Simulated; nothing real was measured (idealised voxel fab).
Name of the process module below: voxel released beams
This is section cut - it's 290 nm across, gridded in 5 nm square cells.
Each cross-section below is a grid of square cells, stated as bands in top-down order, with one or more rows of cells making up each band. This entry defines a band. It first specifies the height of the band's top and the height of its bottom in nm, and then specifies the band's materials from left to right, stating each material with its width in nm. The word "full width" identifies a single material that fills the band from edge to edge, while the word "empty" identifies empty space. For the purposes of this specification, 0 denotes the height below which the wafer in its as-received condition is composed wholly of one material, and the lowermost band, lacking a lower limit, extends downward without end, as expressed in "0 nm and below". Graded width ("30 to 40"): value in top row of band = first number; value in bottom row = second number; row-to-row change constant. When a step is marked "left unchanged", none of the cells in the cross-section changed during that step. Empty spaces without an open route to the top, at least 8 cells in extent, make up the entry "Sealed internal voids"; each is given as width x height at distance, where the distance is measured from the left edge, and all are in nm. If you see something after the settings on a step's line, that's the simulator's own remark about that step. A step line may carry the setting "overlay nm", which, for steps involving a mask, states the distance by which the mask lay to the right of its intended position; negative values denote displacement to the left.
### So here's the lineup of process steps we planned
step 1: RECEIVE,material Si
step 2: CONFORMAL_DEP,material SiN,thk nm 10
step 3: DIRECTIONAL_DEP,material SiO2,thk nm 10
step 4: PATTERN,tone open,mask id ANCHOR,material resist,width nm 25,thk nm 15,overlay nm 0
step 5: DIRECTIONAL_ETCH,etch materials SiO2,depth nm 10
step 6: STRIP,etch materials resist
step 7: CONFORMAL_DEP,material W,thk nm 10
step 8: PATTERN,tone cover,mask id BEAM,material resist,width nm 75,thk nm 15,overlay nm 0
step 9: DIRECTIONAL_ETCH,etch materials W,depth nm 10
step 10: STRIP,etch materials resist
step 11: STRIP,etch materials SiO2
### as received, after step 1
- 0 nm and below | Si full width
- Sealed internal voids: none
### The first of the two wafers as seen in cross-section once the module was finished; processing followed the plan
- 30 nm to 20 nm | 105 empty / 15 W / 5 empty / 55 W / 110 empty
- 20 nm to 10 nm | 110 empty / 25 W / 155 empty
- 10 nm to 0 nm | SiN full width
- 0 nm and below | Si full width
- Sealed internal voids: none
### Cross-sectional image of the second wafer of the two following completion of the module. Starting state and process plan were the same as for the first wafer; one execution error occurred
- 25 nm to 20 nm | 105 empty / 15 W / 5 empty / 55 W / 110 empty
- 20 nm to 10 nm | 105 to 110 empty / 75 to 25 W / 110 to 155 empty
- 10 nm to 0 nm | SiN full width
- 0 nm and below | Si full width
- Sealed internal voids: none
Against the plan, the run slipped here: for step 3, the planned setting was not used; the step was instead run as DIRECTIONAL_DEP,material SiO2,thk nm 5
Final difference in cells, second wafer against first, listed per material as more or fewer: W -4
